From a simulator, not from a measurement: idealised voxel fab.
Process module in this document: voxel fin reveal
Section cut is 155 nm wide and gridded with 5 nm square cells.
Format of a cross-section: grid, square cells. Given as bands. Order: top down. Band: one or more rows of cells. Top, bottom (nm), then materials left to right with widths (nm); lone material tagged "everywhere" fills the whole band edge to edge; "blank" = empty space. Heights from 0 (as-received wafer is one material below). Bottom band endless downward, as "0 nm and below". It should be noted that a width expressed as "30->40" varies in equal increments from row to row of cells within the band, taking the value of the first number at the top row and that of the second number at the bottom row. "no modifications" means the step left every cell of the cross-section as it was. The label "Closed void entries" introduces a list of the empty spaces, 8 cells or larger, that have no open way up to the top; each entry in it reads width x height at distance, where the distance is taken from the left edge and all three are stated in nm. Whatever follows a step's settings on its line is a remark the simulator itself makes about that step. Regarding "overlay nm": on a step with a mask, it is the distance the mask lay to the right of its planned place; a negative value places it to the left.

PLAN
1) RECEIVE, material Si
2) CONFORMAL_DEP, material SiN, thk nm 5
3) DIRECTIONAL_DEP, material aC, thk nm 10
4) PATTERN, tone cover, mask id FINS, material resist, width nm 15, pitch nm 35, thk nm 30, overlay nm 0
5) DIRECTIONAL_ETCH, etch materials aC, depth nm 10
6) STRIP, etch materials resist
7) DIRECTIONAL_ETCH, etch materials SiN, depth nm 5
8) DIRECTIONAL_ETCH, etch materials Si, depth nm 30
9) STRIP, etch materials aC
10) FILL_DEP, material SiO2, thk nm 10
11) CMP, height nm 5
12) SELECTIVE_ETCH, etch materials SiO2, depth nm 15
13) STRIP, etch materials SiN

CROSS-SECTION: WAFER ON ARRIVAL = AFTER STEP 1
0 nm and below = Si everywhere
Closed void entries: none

FIRST OF TWO WAFERS, END-OF-MODULE SECTION, RUN FOLLOWED PLAN
0 nm to -10 nm = blank 15 nm; Si 15 nm; blank 20 nm; Si 15 nm; blank 20 nm; Si 15 nm; blank 20 nm; Si 15 nm; blank 20 nm
-10 nm to -30 nm = SiO2 15 nm; Si 15 nm; SiO2 20 nm; Si 15 nm; SiO2 20 nm; Si 15 nm; SiO2 20 nm; Si 15 nm; SiO2 20 nm
-30 nm and below = Si everywhere
Closed void entries: none

MODULE END: CROSS-SECTION OF WAFER TWO OF TWO. SAME START AND PROCESS PLAN AS THE FIRST WAFER. ONE MISTAKE DURING EXECUTION
0 nm to -10 nm = blank 20 nm; Si 15 nm; blank 20 nm; Si 15 nm; blank 20 nm; Si 15 nm; blank 20 nm; Si 15 nm; blank 15 nm
-10 nm to -30 nm = SiO2 20 nm; Si 15 nm; SiO2 20 nm; Si 15 nm; SiO2 20 nm; Si 15 nm; SiO2 20 nm; Si 15 nm; SiO2 15 nm
-30 nm and below = Si everywhere
Closed void entries: none
Heads up, the wafer didn't run the way we planned it: contrary to plan, step 4 was performed as PATTERN, tone cover, mask id FINS, material resist, width nm 15, pitch nm 35, thk nm 30, overlay nm 5
So at the finish, the second wafer's got exactly as many cells of each material as the first, just not in the same spots.
